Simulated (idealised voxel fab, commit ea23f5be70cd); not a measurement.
Process module name: voxel local oxidation
In the cross-section labelled cut, the width is 210 nm and each square cell is 5 nm.
Heads up, the way a cross-section reads in here is a grid of square cells, handed over as bands from the top down, with every band being one or more rows of cells.
What a band's entry tells you: where the top is and where the bottom is, as heights in nm, and after that what lies inside, material by material from left to right, each with its width in nm. Empty space is written as the word "air", and a single material marked with the word "everywhere" occupies the band from edge to edge.
All heights in this document are referenced to 0, defined as the level beneath which the wafer, as received, consists entirely of one material. The lowest band is not bounded below; it extends indefinitely downward and is written in the form "0..down".
The notation "30->40" denotes a width that varies across the rows of cells in the band, beginning at the first number in the top row, finishing at the second number in the bottom row, and changing by an identical amount from each row to the next.
Any step labelled "no change" changed none of the cells in the cross-section.
Enclosed internal voids: empty space of 8 cells or more with no open way to the top, each as width x height at its distance from the left edge, in nm
Note: text after step settings on the step line = simulator remark on that step.
On any step carrying a mask, the "overlay nm" setting, if present on the step's line, tells how far right of its planned place the mask lay; negative values point to the left.

-- Planned step list for the process
1) op RECEIVE | material Si
2) op OXIDIZE | depth nm 5
3) op CONFORMAL_DEP | material SiN | thk nm 10
4) op DIRECTIONAL_DEP | material aC | thk nm 15
5) op PATTERN | tone cover | mask id ACTIVE | material resist | width nm 90 | thk nm 30 | overlay nm 0
6) op DIRECTIONAL_ETCH | etch materials aC | depth nm 15
7) op STRIP | etch materials resist
8) op DIRECTIONAL_ETCH | etch materials SiN | depth nm 10
9) op STRIP | etch materials aC
10) op SELECTIVE_ETCH | etch materials SiO2 | depth nm 5
11) op OXIDIZE | depth nm 15
12) op STRIP | etch materials SiN

-- Wafer cross-section on receipt, i.e. after step 1
0..down | Si everywhere
Enclosed internal voids: none

-- The first of two wafers, cross-sectioned at the end of the module, with the run proceeding as planned
0..-5 | air 65 nm, SiO2 80 nm, air 65 nm
-5..-20 | SiO2 80 nm, Si 50 nm, SiO2 80 nm
-20..down | Si everywhere
Enclosed internal voids: none

-- Here is the second of the two wafers cut open at the end of the module - same start, same plan as the first one, but we made one mistake running it
0..-5 | air 60 nm, SiO2 80 nm, air 70 nm
-5..-20 | SiO2 75 nm, Si 50 nm, SiO2 85 nm
-20..down | Si everywhere
Enclosed internal voids: none
Here's what went sideways: step 5, actual vs plan mismatch, actual run op PATTERN | tone cover | mask id ACTIVE | material resist | width nm 90 | thk nm 30 | overlay nm -5
Tallied in cells, the final second wafer holds each material in the same quantity as the first, although not at the same places.
